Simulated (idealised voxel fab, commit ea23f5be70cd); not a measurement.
Process module in this document: voxel ribs on slabs
In the cross-section labelled cut, the width is 165 nm and each square cell is 5 nm.
In this document a cross-section is written as a grid of square cells. It is given as a series of bands, listed from the top down, and a band is one or more rows of cells. Look at the band entry: it leads with the top's height and the bottom's height in nm. Then it lists the materials left to right, with a width in nm for each. The word "all across" on a single material says that material fills the band edge to edge. The word "blank" is empty space. Height datum 0, below which the as-received substrate wafer is one material. Lowest band open at the bottom, running downward: "from 0 down". You'd read "30..40" like this: the band's top row of cells is as wide as the first number, its bottom row is as wide as the second, and going down, every row changes width by the same amount as the row before did. "remained unchanged", as given for a step, is the statement that not any cell of the cross-section underwent a change during that step. Any empty space of 8 cells or more lacking an open way to the top shows up in "Enclosed internal voids" as width x height at distance, distance from the left edge, in nm. Anything after a step's settings on that line? It's the simulator's own note about the step. A step line may carry the setting "overlay nm", which, for steps involving a mask, states the distance by which the mask lay to the right of its intended position; negative values denote displacement to the left.
Planned process steps
1. RECEIVE: material Si
2. DIRECTIONAL_DEP: material SiO2, thk nm 30
3. DIRECTIONAL_DEP: material SiN, thk nm 15
4. DIRECTIONAL_DEP: material aC, thk nm 10
5. PATTERN: tone cover, mask id RIB, material resist, width nm 25, thk nm 25, overlay nm 0
6. DIRECTIONAL_ETCH: etch materials aC, depth nm 10
7. STRIP: etch materials resist
8. DIRECTIONAL_ETCH: etch materials SiN, depth nm 10
9. STRIP: etch materials aC
10. MASKED_ETCH: tone cover, mask id SLAB, width nm 55, etch materials SiN, depth nm 5, overlay nm 0
11. FILL_DEP: material SiO2, thk nm 25
12. CMP: height nm 65
13. DIRECTIONAL_DEP: material TiN, thk nm 5
14. DIRECTIONAL_DEP: material aC, thk nm 10
15. PATTERN: tone cover, mask id HEATER, material resist, width nm 35, thk nm 30, overlay nm 0
16. DIRECTIONAL_ETCH: etch materials aC, depth nm 10
17. STRIP: etch materials resist
18. DIRECTIONAL_ETCH: etch materials TiN, depth nm 5
19. STRIP: etch materials aC
20. CONFORMAL_DEP: material SiO2, thk nm 10
This is the cross-section of the wafer as we received it, i.e. after step 1
  from 0 down  Si all across
  Enclosed internal voids: none
The following cross-section depicts the wafer upon conclusion of the module. Processing commenced from the starting condition illustrated above and adhered to the plan illustrated above, save for one mistake in execution
  from 70 to 65  blank 65, then TiN 35, then blank 65
  from 65 to 45  SiO2 all across
  from 45 to 35  SiO2 70, then SiN 25, then SiO2 70
  from 35 to 30  SiO2 55, then SiN 55, then SiO2 55
  from 30 to 0  SiO2 all across
  from 0 down  Si all across
  Enclosed internal voids: none
what went wrong: step 20 of the plan: omitted, not performed
